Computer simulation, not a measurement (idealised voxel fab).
process module | voxel transistor to metal
cross-section cut | 205 nm wide | cells 5 nm
A cross-section is a grid of square cells, given in bands from the top down. A band is one or more rows of cells.
Each band's line starts with the height of the band's top and of its bottom, in nm. Then come its materials from left to right, each with its width in nm. One material with "throughout" fills the band from edge to edge. "air" is empty space.
Height 0 is the level under which the wafer as received is all one material. The lowest band goes on downwards, as in "0 down".
A width such as "30 to 40" changes by the same amount from each row of cells to the next, from the band's top row to its bottom row.
"no change" after a step means that no cell of the cross-section changed.
closed voids: empty space of 8 cells or more with no open way to the top, each as width x height at its distance from the left edge, in nm
after a step's settings: what the simulator itself notes on the step
overlay nm, on a step with a mask: how far to the right of its planned place the mask lay; to the left if negative
Each pair below shows a cross-section before one step and the cross-section after it, down to the lowest band that changed. The line under each pair gives the step between them, with its settings. The pairs can come from different runs of this module on the same starting wafer, so a pair continues from the pair above only where its "before" says so.
before
  120 to 105: SiO2 60 | air 20 | SiO2 45 | air 20 | SiO2 60
  105 to 90: SiO2 60 | air 15 | SiO2 50 | air 15 | SiO2 65
  90 to 85: SiCN 60 | air 15 | SiCN 50 | air 15 | SiCN 65
  85 to 65: lowk 60 | TiN 5 | Cu 10 | TiN 5 | lowk 45 | TiN 5 | Cu 10 | TiN 5 | lowk 60
  65 to 60: SiCN 60 | TiN 20 | SiCN 45 | TiN 20 | SiCN 60
  60 to 45: SiO2 60 | TiN 5 | W 10 | TiN 5 | SiO2 45 | TiN 5 | W 10 | TiN 5 | SiO2 60
  45 to 30: SiO2 60 | TiN 5 | W 10 | TiN 5 | SiO2 10 | SiN 5 | SiCN 15 | SiN 5 | SiO2 10 | TiN 5 | W 10 | TiN 5 | SiO2 60
  30 to 20: SiO2 60 | TiN 5 | W 10 | TiN 5 | SiO2 10 | SiN 5 | polySi 15 | SiN 5 | SiO2 10 | TiN 5 | W 10 | TiN 5 | SiO2 60
  20 to 15: SiO2 60 | TiN 20 | SiO2 10 | SiN 5 | polySi 15 | SiN 5 | SiO2 10 | TiN 20 | SiO2 60
  15 to 0: SiO2 70 | pSi 20 | SiN 5 | polySi 15 | SiN 5 | pSi 20 | SiO2 70
  0 to -5: SiO2 50 | pSi 40 | SiO2 25 | pSi 40 | SiO2 50
  -5 to -20: SiO2 55 | pSi 35 | Si 25 | pSi 35 | SiO2 55
  -20 to -25: SiO2 55 | Si 95 | SiO2 55
  -25 down: Si throughout
  closed voids: none
after
  125 to 120: TiN 65 | air 10 | TiN 55 | air 10 | TiN 65
  120 to 110: SiO2 60 | TiN 5 | air 10 | TiN 5 | SiO2 45 | TiN 5 | air 10 | TiN 5 | SiO2 60
  110 to 105: SiO2 60 | TiN 5 | air 5 | TiN 10 | SiO2 45 | TiN 5 | air 5 | TiN 10 | SiO2 60
  105 to 90: SiO2 60 | TiN 5 | air 5 | TiN 5 | SiO2 50 | TiN 5 | air 5 | TiN 5 | SiO2 65
  90 to 85: SiCN 60 | TiN 15 | SiCN 50 | TiN 15 | SiCN 65
  below 85: unchanged
  closed voids: none
the step between: op CONFORMAL_DEP | material TiN | thk nm 5
before: the cross-section after the pair above
after
  135 to 125: Cu throughout
  125 to 120: TiN 65 | Cu 10 | TiN 55 | Cu 10 | TiN 65
  120 to 110: SiO2 60 | TiN 5 | Cu 10 | TiN 5 | SiO2 45 | TiN 5 | Cu 10 | TiN 5 | SiO2 60
  110 to 105: SiO2 60 | TiN 5 | Cu 5 | TiN 10 | SiO2 45 | TiN 5 | Cu 5 | TiN 10 | SiO2 60
  105 to 90: SiO2 60 | TiN 5 | Cu 5 | TiN 5 | SiO2 50 | TiN 5 | Cu 5 | TiN 5 | SiO2 65
  below 90: unchanged
  closed voids: none
the step between: op FILL_DEP | material Cu | thk nm 10
before: the cross-section after the pair above
after
  120 to 110: SiO2 60 | TiN 5 | Cu 10 | TiN 5 | SiO2 45 | TiN 5 | Cu 10 | TiN 5 | SiO2 60
  below 110: unchanged
  closed voids: none
the step between: op CMP | height nm 120
before: the cross-section after the pair above
after
  125 to 120: SiCN throughout
  below 120: unchanged
  closed voids: none
the step between: op CONFORMAL_DEP | material SiCN | thk nm 5
before
  20 to 5: SiO2 55 | SiN 95 | SiO2 55
  5 to 0: SiO2 throughout
  0 to -25: SiO2 55 | Si 95 | SiO2 55
  -25 down: Si throughout
  closed voids: none
after
  20 to 5: SiO2 55 | air 95 | SiO2 55
  below 5: unchanged
  closed voids: none
the step between: op STRIP | etch materials SiN
before: the cross-section after the pair above
after
  5 to 0: SiO2 40 | air 125 | SiO2 40
  0 to -10: SiO2 40 | air 15 | Si 95 | air 15 | SiO2 40
  below -10: unchanged
  closed voids: none
the step between: op SELECTIVE_ETCH | etch materials SiO2 | depth nm 15
before: the cross-section after the pair above
after
  0 to -15: SiO2 35 | air 20 | Si 95 | air 20 | SiO2 35
  below -15: unchanged
  closed voids: none
the step between: op SELECTIVE_ETCH | etch materials SiO2 | depth nm 5
before: the cross-section after the pair above
after
  0 to -5: SiO2 35 | air 20 | SiO2 95 | air 20 | SiO2 35
  -5 to -15: SiO2 35 | air 20 | SiO2 5 | Si 85 | SiO2 5 | air 20 | SiO2 35
  -15 to -25: SiO2 60 to 55 | Si 85 to 95 | SiO2 60 to 55
  below -25: unchanged
  closed voids: none
the step between: op OXIDIZE | depth nm 5
before: the cross-section after the pair above
after
  30 to 15: polySi 35 | air 20 | polySi 95 | air 20 | polySi 35
  15 to 0: polySi throughout
  0 to -5: SiO2 35 | polySi 20 | SiO2 95 | polySi 20 | SiO2 35
  -5 to -15: SiO2 35 | polySi 20 | SiO2 5 | Si 85 | SiO2 5 | polySi 20 | SiO2 35
  below -15: unchanged
  closed voids: none
the step between: op DIRECTIONAL_DEP | material polySi | thk nm 30
before: the cross-section after the pair above
after
  45 to 30: SiCN 35 | air 20 | SiCN 95 | air 20 | SiCN 35
  30 to 15: polySi 35 | SiCN 20 | polySi 95 | SiCN 20 | polySi 35
  below 15: unchanged
  closed voids: none
the step between: op DIRECTIONAL_DEP | material SiCN | thk nm 15
before: the cross-section after the pair above
after
  60 to 45: aC 35 | air 20 | aC 95 | air 20 | aC 35
  45 to 30: SiCN 35 | aC 20 | SiCN 95 | aC 20 | SiCN 35
  below 30: unchanged
  closed voids: none
the step between: op DIRECTIONAL_DEP | material aC | thk nm 15
before: the cross-section after the pair above
after
  95 to 60: air 95 | resist 15 | air 95
  below 60: unchanged
  closed voids: none
the step between: op PATTERN | tone cover | mask id GATE | material resist | width nm 15 | thk nm 35 | overlay nm 0
before: the cross-section after the pair above
after
  80 to 60: air 95 | resist 15 | air 95
  60 to 45: air 95 | aC 15 | air 95
  45 to 30: SiCN 35 | air 20 | SiCN 95 | air 20 | SiCN 35
  below 30: unchanged
  closed voids: none
the step between: op DIRECTIONAL_ETCH | etch materials aC | depth nm 15
before: the cross-section after the pair above
after
  60 to 45: air 95 | aC 15 | air 95
  below 45: unchanged
  closed voids: none
the step between: op STRIP | etch materials resist
before: the cross-section after the pair above
after
  60 to 45: air 95 | aC 15 | air 95
  45 to 30: air 95 | SiCN 15 | air 95
  30 to 15: polySi 35 | air 20 | polySi 95 | air 20 | polySi 35
  below 15: unchanged
  closed voids: none
the step between: op DIRECTIONAL_ETCH | etch materials SiCN | depth nm 25
before: the cross-section after the pair above
after
  60 to 45: air 95 | aC 15 | air 95
  45 to 30: air 95 | SiCN 15 | air 95
  30 to 0: air 95 | polySi 15 | air 95
  0 to -5: SiO2 35 | air 20 | SiO2 95 | air 20 | SiO2 35
  -5 to -15: SiO2 35 | air 20 | SiO2 5 | Si 85 | SiO2 5 | air 20 | SiO2 35
  below -15: unchanged
  closed voids: none
the step between: op DIRECTIONAL_ETCH | etch materials polySi | depth nm 40
before: the cross-section after the pair above
after
  45 to 30: air 95 | SiCN 15 | air 95
  below 30: unchanged
  closed voids: none
the step between: op STRIP | etch materials aC
before: the cross-section after the pair above
after
  50 to 45: air 90 | SiN 25 | air 90
  45 to 30: air 90 | SiN 5 | SiCN 15 | SiN 5 | air 90
  30 to 5: air 90 | SiN 5 | polySi 15 | SiN 5 | air 90
  5 to 0: SiN 40 | air 10 | SiN 45 | polySi 15 | SiN 45 | air 10 | SiN 40
  0 to -5: SiO2 35 | SiN 5 | air 10 | SiN 5 | SiO2 95 | SiN 5 | air 10 | SiN 5 | SiO2 35
  -5 to -10: SiO2 35 | SiN 5 | air 10 | SiN 5 | SiO2 5 | Si 85 | SiO2 5 | SiN 5 | air 10 | SiN 5 | SiO2 35
  -10 to -15: SiO2 35 | SiN 20 | SiO2 5 | Si 85 | SiO2 5 | SiN 20 | SiO2 35
  below -15: unchanged
  closed voids: none
the step between: op CONFORMAL_DEP | material SiN | thk nm 5
before: the cross-section after the pair above
after
  45 to 30: air 90 | SiN 5 | SiCN 15 | SiN 5 | air 90
  30 to 0: air 90 | SiN 5 | polySi 15 | SiN 5 | air 90
  0 to -5: SiO2 35 | SiN 5 | air 10 | SiN 5 | SiO2 95 | SiN 5 | air 10 | SiN 5 | SiO2 35
  -5 to -15: SiO2 35 | SiN 5 | air 10 | SiN 5 | SiO2 5 | Si 85 | SiO2 5 | SiN 5 | air 10 | SiN 5 | SiO2 35
  below -15: unchanged
  closed voids: none
the step between: op DIRECTIONAL_ETCH | etch materials SiN | depth nm 5
before: the cross-section after the pair above
after
  45 to 30: air 90 | SiN 5 | SiCN 15 | SiN 5 | air 90
  30 to 0: air 90 | SiN 5 | polySi 15 | SiN 5 | air 90
  0 to -5: air 35 | SiN 5 | air 10 | SiN 5 | air 35 | SiO2 25 | air 35 | SiN 5 | air 10 | SiN 5 | air 35
  -5 to -15: SiO2 35 | SiN 5 | air 10 | SiN 5 | SiO2 5 | Si 85 | SiO2 5 | SiN 5 | air 10 | SiN 5 | SiO2 35
  -15 to -20: SiO2 40 | air 10 | SiO2 10 | Si 85 | SiO2 10 | air 10 | SiO2 40
  below -20: unchanged
  closed voids: none
the step between: op DIRECTIONAL_ETCH | etch materials SiO2 | depth nm 5
before: the cross-section after the pair above
after
  45 to 30: air 90 | SiN 5 | SiCN 15 | SiN 5 | air 90
  30 to 0: air 90 | SiN 5 | polySi 15 | SiN 5 | air 90
  0 to -5: air 35 | SiN 5 | air 10 | SiN 5 | air 35 | SiO2 25 | air 35 | SiN 5 | air 10 | SiN 5 | air 35
  -5 to -15: SiO2 35 | SiN 5 | air 10 | SiN 5 | SiO2 5 | air 30 | Si 25 | air 30 | SiO2 5 | SiN 5 | air 10 | SiN 5 | SiO2 35
  -15 to -20: SiO2 40 | air 10 | SiO2 10 | air 30 | Si 25 | air 30 | SiO2 10 | air 10 | SiO2 40
  below -20: unchanged
  closed voids: none
the step between: op DIRECTIONAL_ETCH | etch materials Si | depth nm 15
before: the cross-section after the pair above
after
  45 to 30: air 90 | SiN 5 | SiCN 15 | SiN 5 | air 90
  30 to 15: air 90 | SiN 5 | polySi 15 | SiN 5 | air 90
  15 to 0: air 70 | pSi 20 | SiN 5 | polySi 15 | SiN 5 | pSi 20 | air 70
  0 to -5: air 35 | SiN 5 | air 10 | SiN 5 | pSi 35 | SiO2 25 | pSi 35 | SiN 5 | air 10 | SiN 5 | air 35
  -5 to -15: SiO2 35 | SiN 5 | air 10 | SiN 5 | SiO2 5 | pSi 30 | Si 25 | pSi 30 | SiO2 5 | SiN 5 | air 10 | SiN 5 | SiO2 35
  -15 to -20: SiO2 40 | air 10 | SiO2 10 | pSi 30 | Si 25 | pSi 30 | SiO2 10 | air 10 | SiO2 40
  below -20: unchanged
  closed voids: none
the step between: op EPI | material pSi | thk nm 20
before: the cross-section after the pair above
after
  50 to 45: SiO2 throughout
  45 to 30: SiO2 90 | SiN 5 | SiCN 15 | SiN 5 | SiO2 90
  30 to 15: SiO2 90 | SiN 5 | polySi 15 | SiN 5 | SiO2 90
  15 to 0: SiO2 70 | pSi 20 | SiN 5 | polySi 15 | SiN 5 | pSi 20 | SiO2 70
  0 to -5: SiO2 35 | SiN 5 | SiO2 10 | SiN 5 | pSi 35 | SiO2 25 | pSi 35 | SiN 5 | SiO2 10 | SiN 5 | SiO2 35
  -5 to -15: SiO2 35 | SiN 5 | SiO2 10 | SiN 5 | SiO2 5 | pSi 30 | Si 25 | pSi 30 | SiO2 5 | SiN 5 | SiO2 10 | SiN 5 | SiO2 35
  -15 to -20: SiO2 60 | pSi 30 | Si 25 | pSi 30 | SiO2 60
  below -20: unchanged
  closed voids: none
the step between: op FILL_DEP | material SiO2 | thk nm 5
before: the cross-section after the pair above
after
  45 to 30: SiO2 90 | SiN 5 | SiCN 15 | SiN 5 | SiO2 90
  below 30: unchanged
  closed voids: none
the step between: op CMP | height nm 45
before: the cross-section after the pair above
after
  60 to 45: SiO2 throughout
  below 45: unchanged
  closed voids: none
the step between: op DIRECTIONAL_DEP | material SiO2 | thk nm 15
before: the cross-section after the pair above
after
  75 to 60: resist 60 | air 20 | resist 45 | air 20 | resist 60
  below 60: unchanged
  closed voids: none
the step between: op PATTERN | tone open | mask id CONTACT | material resist | width nm 20 | pitch nm 65 | thk nm 15 | overlay nm 0
before: the cross-section after the pair above
after
  75 to 60: resist 60 | air 20 | resist 45 | air 20 | resist 60
  60 to 45: SiO2 60 | air 20 | SiO2 45 | air 20 | SiO2 60
  45 to 30: SiO2 60 | air 20 | SiO2 10 | SiN 5 | SiCN 15 | SiN 5 | SiO2 10 | air 20 | SiO2 60
  30 to 15: SiO2 60 | air 20 | SiO2 10 | SiN 5 | polySi 15 | SiN 5 | SiO2 10 | air 20 | SiO2 60
  15 to 0: SiO2 60 | air 10 | pSi 20 | SiN 5 | polySi 15 | SiN 5 | pSi 20 | air 10 | SiO2 60
  below 0: unchanged
  closed voids: none
the step between: op DIRECTIONAL_ETCH | etch materials SiO2 | depth nm 60
before: the cross-section after the pair above
after
  60 to 45: SiO2 60 | air 20 | SiO2 45 | air 20 | SiO2 60
  below 45: unchanged
  closed voids: none
the step between: op STRIP | etch materials resist
before: the cross-section after the pair above
after
  65 to 60: TiN 65 | air 10 | TiN 55 | air 10 | TiN 65
  60 to 45: SiO2 60 | TiN 5 | air 10 | TiN 5 | SiO2 45 | TiN 5 | air 10 | TiN 5 | SiO2 60
  45 to 30: SiO2 60 | TiN 5 | air 10 | TiN 5 | SiO2 10 | SiN 5 | SiCN 15 | SiN 5 | SiO2 10 | TiN 5 | air 10 | TiN 5 | SiO2 60
  30 to 20: SiO2 60 | TiN 5 | air 10 | TiN 5 | SiO2 10 | SiN 5 | polySi 15 | SiN 5 | SiO2 10 | TiN 5 | air 10 | TiN 5 | SiO2 60
  20 to 15: SiO2 60 | TiN 20 | SiO2 10 | SiN 5 | polySi 15 | SiN 5 | SiO2 10 | TiN 20 | SiO2 60
  15 to 0: SiO2 60 | TiN 10 | pSi 20 | SiN 5 | polySi 15 | SiN 5 | pSi 20 | TiN 10 | SiO2 60
  below 0: unchanged
  closed voids: none
the step between: op CONFORMAL_DEP | material TiN | thk nm 5
before: the cross-section after the pair above
after
  75 to 65: W throughout
  65 to 60: TiN 65 | W 10 | TiN 55 | W 10 | TiN 65
  60 to 45: SiO2 60 | TiN 5 | W 10 | TiN 5 | SiO2 45 | TiN 5 | W 10 | TiN 5 | SiO2 60
  45 to 30: SiO2 60 | TiN 5 | W 10 | TiN 5 | SiO2 10 | SiN 5 | SiCN 15 | SiN 5 | SiO2 10 | TiN 5 | W 10 | TiN 5 | SiO2 60
  30 to 20: SiO2 60 | TiN 5 | W 10 | TiN 5 | SiO2 10 | SiN 5 | polySi 15 | SiN 5 | SiO2 10 | TiN 5 | W 10 | TiN 5 | SiO2 60
  below 20: unchanged
  closed voids: none
the step between: op FILL_DEP | material W | thk nm 10
before: the cross-section after the pair above
after
  60 to 45: SiO2 60 | TiN 5 | W 10 | TiN 5 | SiO2 45 | TiN 5 | W 10 | TiN 5 | SiO2 60
  below 45: unchanged
  closed voids: none
the step between: op CMP | height nm 60
before: the cross-section after the pair above
after
  65 to 60: SiCN throughout
  below 60: unchanged
  closed voids: none
the step between: op CONFORMAL_DEP | material SiCN | thk nm 5
before: the cross-section after the pair above
after
  85 to 65: lowk throughout
  below 65: unchanged
  closed voids: none
the step between: op DIRECTIONAL_DEP | material lowk | thk nm 20
before: the cross-section after the pair above
after
  85 to 65: lowk 60 | air 20 | lowk 45 | air 20 | lowk 60
  below 65: unchanged
  closed voids: none
the step between: op MASKED_ETCH | tone open | mask id METAL_1 | width nm 20 | pitch nm 65 | etch materials lowk | depth nm 20 | overlay nm 0
before: the cross-section after the pair above
after
  85 to 65: lowk 60 | air 20 | lowk 45 | air 20 | lowk 60
  65 to 60: SiCN 60 | air 20 | SiCN 45 | air 20 | SiCN 60
  below 60: unchanged
  closed voids: none
the step between: op MASKED_ETCH | tone open | mask id METAL_1 | width nm 20 | pitch nm 65 | etch materials SiCN | depth nm 5 | overlay nm 0
before: the cross-section after the pair above
after
  90 to 85: TiN 65 | air 10 | TiN 55 | air 10 | TiN 65
  85 to 65: lowk 60 | TiN 5 | air 10 | TiN 5 | lowk 45 | TiN 5 | air 10 | TiN 5 | lowk 60
  65 to 60: SiCN 60 | TiN 20 | SiCN 45 | TiN 20 | SiCN 60
  below 60: unchanged
  closed voids: none
the step between: op CONFORMAL_DEP | material TiN | thk nm 5
before: the cross-section after the pair above
after
  95 to 90: Cu throughout
  90 to 85: TiN 65 | Cu 10 | TiN 55 | Cu 10 | TiN 65
  85 to 65: lowk 60 | TiN 5 | Cu 10 | TiN 5 | lowk 45 | TiN 5 | Cu 10 | TiN 5 | lowk 60
  below 65: unchanged
  closed voids: none
the step between: op FILL_DEP | material Cu | thk nm 5
before: the cross-section after the pair above
after
  85 to 65: lowk 60 | TiN 5 | Cu 10 | TiN 5 | lowk 45 | TiN 5 | Cu 10 | TiN 5 | lowk 60
  below 65: unchanged
  closed voids: none
the step between: op CMP | height nm 85
before: the cross-section after the pair above
after
  90 to 85: SiCN throughout
  below 85: unchanged
  closed voids: none
the step between: op CONFORMAL_DEP | material SiCN | thk nm 5
before: the cross-section after the pair above
after
  120 to 90: SiO2 throughout
  below 90: unchanged
  closed voids: none
the step between: op DIRECTIONAL_DEP | material SiO2 | thk nm 30
before: the cross-section after the pair above
after
  135 to 120: resist 60 | air 15 | resist 50 | air 15 | resist 65
  below 120: unchanged
  closed voids: none
the step between: op PATTERN | tone open | mask id METAL_2_HOLES | material resist | width nm 15 | pitch nm 65 | thk nm 15 | overlay nm 0
before: the cross-section after the pair above
after
  135 to 120: resist 60 | air 15 | resist 50 | air 15 | resist 65
  120 to 90: SiO2 60 | air 15 | SiO2 50 | air 15 | SiO2 65
  below 90: unchanged
  closed voids: none
the step between: op DIRECTIONAL_ETCH | etch materials SiO2 | depth nm 30
before: the cross-section after the pair above
after
  120 to 90: SiO2 60 | air 15 | SiO2 50 | air 15 | SiO2 65
  below 90: unchanged
  closed voids: none
the step between: op STRIP | etch materials resist
before: the cross-section after the pair above
after
  120 to 105: SiO2 60 | air 20 | SiO2 45 | air 20 | SiO2 60
  below 105: unchanged
  closed voids: none
the step between: op MASKED_ETCH | tone open | mask id METAL_2 | width nm 20 | pitch nm 65 | etch materials SiO2 | depth nm 15 | overlay nm 0
before: the cross-section after the pair above
after
  120 to 105: SiO2 60 | air 20 | SiO2 45 | air 20 | SiO2 60
  105 to 90: SiO2 60 | air 15 | SiO2 50 | air 15 | SiO2 65
  90 to 85: SiCN 60 | air 15 | SiCN 50 | air 15 | SiCN 65
  below 85: unchanged
  closed voids: none
the step between: op MASKED_ETCH | tone open | mask id METAL_2 | width nm 20 | pitch nm 65 | etch materials SiCN | depth nm 5 | overlay nm 0
before: the cross-section after the pair above
after
  125 to 120: TiN 65 | air 10 | TiN 55 | air 10 | TiN 65
  120 to 110: SiO2 60 | TiN 5 | air 10 | TiN 5 | SiO2 45 | TiN 5 | air 10 | TiN 5 | SiO2 60
  110 to 105: SiO2 60 | TiN 5 | air 5 | TiN 10 | SiO2 45 | TiN 5 | air 5 | TiN 10 | SiO2 60
  105 to 90: SiO2 60 | TiN 5 | air 5 | TiN 5 | SiO2 50 | TiN 5 | air 5 | TiN 5 | SiO2 65
  90 to 85: SiCN 60 | TiN 15 | SiCN 50 | TiN 15 | SiCN 65
  below 85: unchanged
  closed voids: none
the step between: op CONFORMAL_DEP | material TiN | thk nm 5
before: the cross-section after the pair above
after
  135 to 125: Cu throughout
  125 to 120: TiN 65 | Cu 10 | TiN 55 | Cu 10 | TiN 65
  120 to 110: SiO2 60 | TiN 5 | Cu 10 | TiN 5 | SiO2 45 | TiN 5 | Cu 10 | TiN 5 | SiO2 60
  110 to 105: SiO2 60 | TiN 5 | Cu 5 | TiN 10 | SiO2 45 | TiN 5 | Cu 5 | TiN 10 | SiO2 60
  105 to 90: SiO2 60 | TiN 5 | Cu 5 | TiN 5 | SiO2 50 | TiN 5 | Cu 5 | TiN 5 | SiO2 65
  below 90: unchanged
  closed voids: none
the step between: op FILL_DEP | material Cu | thk nm 10
before: the cross-section after the pair above
after
  120 to 110: SiO2 60 | TiN 5 | Cu 10 | TiN 5 | SiO2 45 | TiN 5 | Cu 10 | TiN 5 | SiO2 60
  below 110: unchanged
  closed voids: none
the step between: op CMP | height nm 120
before: the cross-section after the pair above
after
  125 to 120: SiCN throughout
  below 120: unchanged
  closed voids: none
the step between: op CONFORMAL_DEP | material SiCN | thk nm 5
before
  50 to 45: SiO2 throughout
  45 to 30: SiO2 90 | SiN 5 | SiCN 15 | SiN 5 | SiO2 90
  30 to 15: SiO2 90 | SiN 5 | polySi 15 | SiN 5 | SiO2 90
  15 to 0: SiO2 70 | pSi 20 | SiN 5 | polySi 15 | SiN 5 | pSi 20 | SiO2 70
  0 to -5: SiO2 50 | pSi 40 | SiO2 25 | pSi 40 | SiO2 50
  -5 to -20: SiO2 55 | pSi 35 | Si 25 | pSi 35 | SiO2 55
  -20 to -25: SiO2 55 | Si 95 | SiO2 55
  -25 down: Si throughout
  closed voids: none
after
  35 to 30: SiO2 90 | SiN 5 | SiCN 15 | SiN 5 | SiO2 90
  below 30: unchanged
  closed voids: none
the step between: op CMP | height nm 35
before: the cross-section after the pair above
after
  50 to 35: SiO2 throughout
  below 35: unchanged
  closed voids: none
the step between: op DIRECTIONAL_DEP | material SiO2 | thk nm 15
before: the cross-section after the pair above
after
  65 to 50: resist 60 | air 20 | resist 45 | air 20 | resist 60
  below 50: unchanged
  closed voids: none
the step between: op PATTERN | tone open | mask id CONTACT | material resist | width nm 20 | pitch nm 65 | thk nm 15 | overlay nm 0
before: the cross-section after the pair above
after
  65 to 50: resist 60 | air 20 | resist 45 | air 20 | resist 60
  50 to 35: SiO2 60 | air 20 | SiO2 45 | air 20 | SiO2 60
  35 to 30: SiO2 60 | air 20 | SiO2 10 | SiN 5 | SiCN 15 | SiN 5 | SiO2 10 | air 20 | SiO2 60
  30 to 15: SiO2 60 | air 20 | SiO2 10 | SiN 5 | polySi 15 | SiN 5 | SiO2 10 | air 20 | SiO2 60
  15 to 0: SiO2 60 | air 10 | pSi 20 | SiN 5 | polySi 15 | SiN 5 | pSi 20 | air 10 | SiO2 60
  below 0: unchanged
  closed voids: none
the step between: op DIRECTIONAL_ETCH | etch materials SiO2 | depth nm 60
before: the cross-section after the pair above
after
  50 to 35: SiO2 60 | air 20 | SiO2 45 | air 20 | SiO2 60
  below 35: unchanged
  closed voids: none
the step between: op STRIP | etch materials resist
before: the cross-section after the pair above
after
  55 to 50: TiN 65 | air 10 | TiN 55 | air 10 | TiN 65
  50 to 35: SiO2 60 | TiN 5 | air 10 | TiN 5 | SiO2 45 | TiN 5 | air 10 | TiN 5 | SiO2 60
  35 to 30: SiO2 60 | TiN 5 | air 10 | TiN 5 | SiO2 10 | SiN 5 | SiCN 15 | SiN 5 | SiO2 10 | TiN 5 | air 10 | TiN 5 | SiO2 60
  30 to 20: SiO2 60 | TiN 5 | air 10 | TiN 5 | SiO2 10 | SiN 5 | polySi 15 | SiN 5 | SiO2 10 | TiN 5 | air 10 | TiN 5 | SiO2 60
  20 to 15: SiO2 60 | TiN 20 | SiO2 10 | SiN 5 | polySi 15 | SiN 5 | SiO2 10 | TiN 20 | SiO2 60
  15 to 0: SiO2 60 | TiN 10 | pSi 20 | SiN 5 | polySi 15 | SiN 5 | pSi 20 | TiN 10 | SiO2 60
  below 0: unchanged
  closed voids: none
the step between: op CONFORMAL_DEP | material TiN | thk nm 5
before: the cross-section after the pair above
after
  65 to 55: W throughout
  55 to 50: TiN 65 | W 10 | TiN 55 | W 10 | TiN 65
  50 to 35: SiO2 60 | TiN 5 | W 10 | TiN 5 | SiO2 45 | TiN 5 | W 10 | TiN 5 | SiO2 60
  35 to 30: SiO2 60 | TiN 5 | W 10 | TiN 5 | SiO2 10 | SiN 5 | SiCN 15 | SiN 5 | SiO2 10 | TiN 5 | W 10 | TiN 5 | SiO2 60
  30 to 20: SiO2 60 | TiN 5 | W 10 | TiN 5 | SiO2 10 | SiN 5 | polySi 15 | SiN 5 | SiO2 10 | TiN 5 | W 10 | TiN 5 | SiO2 60
  below 20: unchanged
  closed voids: none
the step between: op FILL_DEP | material W | thk nm 10
before: the cross-section after the pair above
after
  60 to 55: W throughout
  below 55: unchanged
  closed voids: none
the step between: op CMP | height nm 60
before: the cross-section after the pair above
after
  65 to 60: SiCN throughout
  below 60: unchanged
  closed voids: none
the step between: op CONFORMAL_DEP | material SiCN | thk nm 5
before: the cross-section after the pair above
after
  85 to 65: lowk throughout
  below 65: unchanged
  closed voids: none
the step between: op DIRECTIONAL_DEP | material lowk | thk nm 20
before: the cross-section after the pair above
after
  85 to 65: lowk 60 | air 20 | lowk 45 | air 20 | lowk 60
  below 65: unchanged
  closed voids: none
the step between: op MASKED_ETCH | tone open | mask id METAL_1 | width nm 20 | pitch nm 65 | etch materials lowk | depth nm 20 | overlay nm 0
before: the cross-section after the pair above
after
  85 to 65: lowk 60 | air 20 | lowk 45 | air 20 | lowk 60
  65 to 60: SiCN 60 | air 20 | SiCN 45 | air 20 | SiCN 60
  below 60: unchanged
  closed voids: none
the step between: op MASKED_ETCH | tone open | mask id METAL_1 | width nm 20 | pitch nm 65 | etch materials SiCN | depth nm 5 | overlay nm 0
before: the cross-section after the pair above
after
  90 to 85: TiN 65 | air 10 | TiN 55 | air 10 | TiN 65
  85 to 65: lowk 60 | TiN 5 | air 10 | TiN 5 | lowk 45 | TiN 5 | air 10 | TiN 5 | lowk 60
  65 to 60: SiCN 60 | TiN 20 | SiCN 45 | TiN 20 | SiCN 60
  below 60: unchanged
  closed voids: none
the step between: op CONFORMAL_DEP | material TiN | thk nm 5
before: the cross-section after the pair above
after
  95 to 90: Cu throughout
  90 to 85: TiN 65 | Cu 10 | TiN 55 | Cu 10 | TiN 65
  85 to 65: lowk 60 | TiN 5 | Cu 10 | TiN 5 | lowk 45 | TiN 5 | Cu 10 | TiN 5 | lowk 60
  below 65: unchanged
  closed voids: none
the step between: op FILL_DEP | material Cu | thk nm 5
before: the cross-section after the pair above
after
  85 to 65: lowk 60 | TiN 5 | Cu 10 | TiN 5 | lowk 45 | TiN 5 | Cu 10 | TiN 5 | lowk 60
  below 65: unchanged
  closed voids: none
the step between: op CMP | height nm 85
before: the cross-section after the pair above
after
  90 to 85: SiCN throughout
  below 85: unchanged
  closed voids: none
the step between: op CONFORMAL_DEP | material SiCN | thk nm 5
before: the cross-section after the pair above
after
  120 to 90: SiO2 throughout
  below 90: unchanged
  closed voids: none
the step between: op DIRECTIONAL_DEP | material SiO2 | thk nm 30
before: the cross-section after the pair above
after
  135 to 120: resist 60 | air 15 | resist 50 | air 15 | resist 65
  below 120: unchanged
  closed voids: none
the step between: op PATTERN | tone open | mask id METAL_2_HOLES | material resist | width nm 15 | pitch nm 65 | thk nm 15 | overlay nm 0
before: the cross-section after the pair above
after
  135 to 120: resist 60 | air 15 | resist 50 | air 15 | resist 65
  120 to 90: SiO2 60 | air 15 | SiO2 50 | air 15 | SiO2 65
  below 90: unchanged
  closed voids: none
the step between: op DIRECTIONAL_ETCH | etch materials SiO2 | depth nm 30
before: the cross-section after the pair above
after
  120 to 90: SiO2 60 | air 15 | SiO2 50 | air 15 | SiO2 65
  below 90: unchanged
  closed voids: none
the step between: op STRIP | etch materials resist
before: the cross-section after the pair above
after
  120 to 105: SiO2 60 | air 20 | SiO2 45 | air 20 | SiO2 60
  below 105: unchanged
  closed voids: none
the step between: op MASKED_ETCH | tone open | mask id METAL_2 | width nm 20 | pitch nm 65 | etch materials SiO2 | depth nm 15 | overlay nm 0
before: the cross-section after the pair above
after
  120 to 105: SiO2 60 | air 20 | SiO2 45 | air 20 | SiO2 60
  105 to 90: SiO2 60 | air 15 | SiO2 50 | air 15 | SiO2 65
  90 to 85: SiCN 60 | air 15 | SiCN 50 | air 15 | SiCN 65
  below 85: unchanged
  closed voids: none
the step between: op MASKED_ETCH | tone open | mask id METAL_2 | width nm 20 | pitch nm 65 | etch materials SiCN | depth nm 5 | overlay nm 0
before: the cross-section after the pair above
after
  125 to 120: TiN 65 | air 10 | TiN 55 | air 10 | TiN 65
  120 to 110: SiO2 60 | TiN 5 | air 10 | TiN 5 | SiO2 45 | TiN 5 | air 10 | TiN 5 | SiO2 60
  110 to 105: SiO2 60 | TiN 5 | air 5 | TiN 10 | SiO2 45 | TiN 5 | air 5 | TiN 10 | SiO2 60
  105 to 90: SiO2 60 | TiN 5 | air 5 | TiN 5 | SiO2 50 | TiN 5 | air 5 | TiN 5 | SiO2 65
  90 to 85: SiCN 60 | TiN 15 | SiCN 50 | TiN 15 | SiCN 65
  below 85: unchanged
  closed voids: none
the step between: op CONFORMAL_DEP | material TiN | thk nm 5
before: the cross-section after the pair above
after
  135 to 125: Cu throughout
  125 to 120: TiN 65 | Cu 10 | TiN 55 | Cu 10 | TiN 65
  120 to 110: SiO2 60 | TiN 5 | Cu 10 | TiN 5 | SiO2 45 | TiN 5 | Cu 10 | TiN 5 | SiO2 60
  110 to 105: SiO2 60 | TiN 5 | Cu 5 | TiN 10 | SiO2 45 | TiN 5 | Cu 5 | TiN 10 | SiO2 60
  105 to 90: SiO2 60 | TiN 5 | Cu 5 | TiN 5 | SiO2 50 | TiN 5 | Cu 5 | TiN 5 | SiO2 65
  below 90: unchanged
  closed voids: none
the step between: op FILL_DEP | material Cu | thk nm 10
